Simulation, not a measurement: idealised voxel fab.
The process module that follows is named voxel tone inversion.
Pictured: cross-section cut, 250 nm wide, on a grid of 5 nm square cells.
In this document a cross-section is written as a grid of square cells. It is given as a series of bands, listed from the top down, and a band is one or more rows of cells. For a band, the entry starts with two heights in nm, that of the top and then that of the bottom, and carries on with the band's materials in order from left to right, each alongside its width in nm; the word "full width" beside a single material means it fills the band edge to edge, and "empty" means empty space. Below 0: as-received wafer, all one material; heights counted from there. Lowest band: no bottom, goes on down, written "0 down". With a width like "30->40", each row of cells in the band differs from the next by the same amount, the top row carrying the first number and the bottom row the second. "changes: none" for a step: no cell of the cross-section changed in that step. Closed-off voids of 8+ cells (no open route to the top) go in "Closed empty spaces", written width x height at distance from the left edge, in nm. Heads up: the bit after the settings on a step's line is the simulator's remark on that step. overlay nm, on a step with a mask: how far to the right of its planned place the mask lay; to the left if negative.
## The planned process steps are enumerated hereunder
- 1: RECEIVE,material Si
- 2: CONFORMAL_DEP,material SiN,thk nm 5
- 3: DIRECTIONAL_DEP,material polySi,thk nm 15
- 4: PATTERN,tone cover,mask id POSTS,material resist,width nm 15,pitch nm 45,thk nm 20,overlay nm 0
- 5: DIRECTIONAL_ETCH,etch materials polySi,depth nm 15
- 6: STRIP,etch materials resist
- 7: FILL_DEP,material SiO2,thk nm 5
- 8: CMP,height nm 20
- 9: STRIP,etch materials polySi
- 10: CONFORMAL_DEP,material TiN,thk nm 5
- 11: FILL_DEP,material Ru,thk nm 10
- 12: CMP,height nm 20
- 13: CONFORMAL_DEP,material SiN,thk nm 5
## First of two wafers - as planned
## Cross-sectional view of the wafer in its as-received condition, corresponding to the state after step 1
> 0 down: Si full width
> Closed empty spaces: none
## After step 2: wafer cross-section
> 5 to 0: SiN full width
> Rest of section, below 0: as before.
## After step 3: wafer cross-section
> 20 to 5: polySi full width
> Rest of section, below 5: as before.
## After step 4: wafer cross-section
> 40 to 20: empty 50  resist 15  empty 30  resist 15  empty 30  resist 15  empty 30  resist 15  empty 50
> Rest of section, below 20: as before.
## After step 5: wafer cross-section
> 40 to 20: empty 50  resist 15  empty 30  resist 15  empty 30  resist 15  empty 30  resist 15  empty 50
> 20 to 5: empty 50  polySi 15  empty 30  polySi 15  empty 30  polySi 15  empty 30  polySi 15  empty 50
> Rest of section, below 5: as before.
## After step 6: wafer cross-section
> 20 to 5: empty 50  polySi 15  empty 30  polySi 15  empty 30  polySi 15  empty 30  polySi 15  empty 50
> Rest of section, below 5: as before.
## After step 7: wafer cross-section
> 25 to 20: SiO2 full width
> 20 to 5: SiO2 50  polySi 15  SiO2 30  polySi 15  SiO2 30  polySi 15  SiO2 30  polySi 15  SiO2 50
> Rest of section, below 5: as before.
## After step 8: wafer cross-section
> 20 to 5: SiO2 50  polySi 15  SiO2 30  polySi 15  SiO2 30  polySi 15  SiO2 30  polySi 15  SiO2 50
> Rest of section, below 5: as before.
## After step 9: wafer cross-section
> 20 to 5: SiO2 50  empty 15  SiO2 30  empty 15  SiO2 30  empty 15  SiO2 30  empty 15  SiO2 50
> Rest of section, below 5: as before.
## After step 10: wafer cross-section
> 25 to 20: TiN 55  empty 5  TiN 40  empty 5  TiN 40  empty 5  TiN 40  empty 5  TiN 55
> 20 to 10: SiO2 50  TiN 5  empty 5  TiN 5  SiO2 30  TiN 5  empty 5  TiN 5  SiO2 30  TiN 5  empty 5  TiN 5  SiO2 30  TiN 5  empty 5  TiN 5  SiO2 50
> 10 to 5: SiO2 50  TiN 15  SiO2 30  TiN 15  SiO2 30  TiN 15  SiO2 30  TiN 15  SiO2 50
> Rest of section, below 5: as before.
## After step 11: wafer cross-section
> 35 to 25: Ru full width
> 25 to 20: TiN 55  Ru 5  TiN 40  Ru 5  TiN 40  Ru 5  TiN 40  Ru 5  TiN 55
> 20 to 10: SiO2 50  TiN 5  Ru 5  TiN 5  SiO2 30  TiN 5  Ru 5  TiN 5  SiO2 30  TiN 5  Ru 5  TiN 5  SiO2 30  TiN 5  Ru 5  TiN 5  SiO2 50
> Rest of section, below 10: as before.
## After step 12: wafer cross-section
> 20 to 10: SiO2 50  TiN 5  Ru 5  TiN 5  SiO2 30  TiN 5  Ru 5  TiN 5  SiO2 30  TiN 5  Ru 5  TiN 5  SiO2 30  TiN 5  Ru 5  TiN 5  SiO2 50
> Rest of section, below 10: as before.
## After step 13: wafer cross-section
> 25 to 20: SiN full width
> Rest of section, below 20: as before.
## Now the other wafer: same start, same recipe, but we messed up one thing when running it. Up to and including step 2 it's the same as the first one
## Second wafer, section view, time point: scheduled end of step 3
> 20 to 5: Ru full width
> Rest of section, below 5: as before.
## Second wafer, section view, time point: scheduled end of step 4
> 40 to 20: empty 50  resist 15  empty 30  resist 15  empty 30  resist 15  empty 30  resist 15  empty 50
> Rest of section, below 20: as before.
Second wafer, section view, time point: scheduled end of step 5: changes: none
## Second wafer, section view, time point: scheduled end of step 6
> 20 to 5: Ru full width
> Rest of section, below 5: as before.
## Second wafer, section view, time point: scheduled end of step 7
> 25 to 20: SiO2 full width
> Rest of section, below 20: as before.
## Second wafer, section view, time point: scheduled end of step 8
> 20 to 5: Ru full width
> Rest of section, below 5: as before.
Second wafer, section view, time point: scheduled end of step 9: changes: none
## Second wafer, section view, time point: scheduled end of step 10
> 25 to 20: TiN full width
> Rest of section, below 20: as before.
## Second wafer, section view, time point: scheduled end of step 11
> 35 to 25: Ru full width
> Rest of section, below 25: as before.
## Second wafer, section view, time point: scheduled end of step 12
> 20 to 5: Ru full width
> Rest of section, below 5: as before.
## Second wafer, section view, time point: scheduled end of step 13
> 25 to 20: SiN full width
> Rest of section, below 20: as before.
The mistake made against the process plan was this: off-plan run, step 3, actual operation and settings DIRECTIONAL_DEP,material Ru,thk nm 15
Wafer comparison, final, in cells, second relative to first, materials more or fewer: Ru: 142 more; SiO2: 114 fewer; TiN: 28 fewer
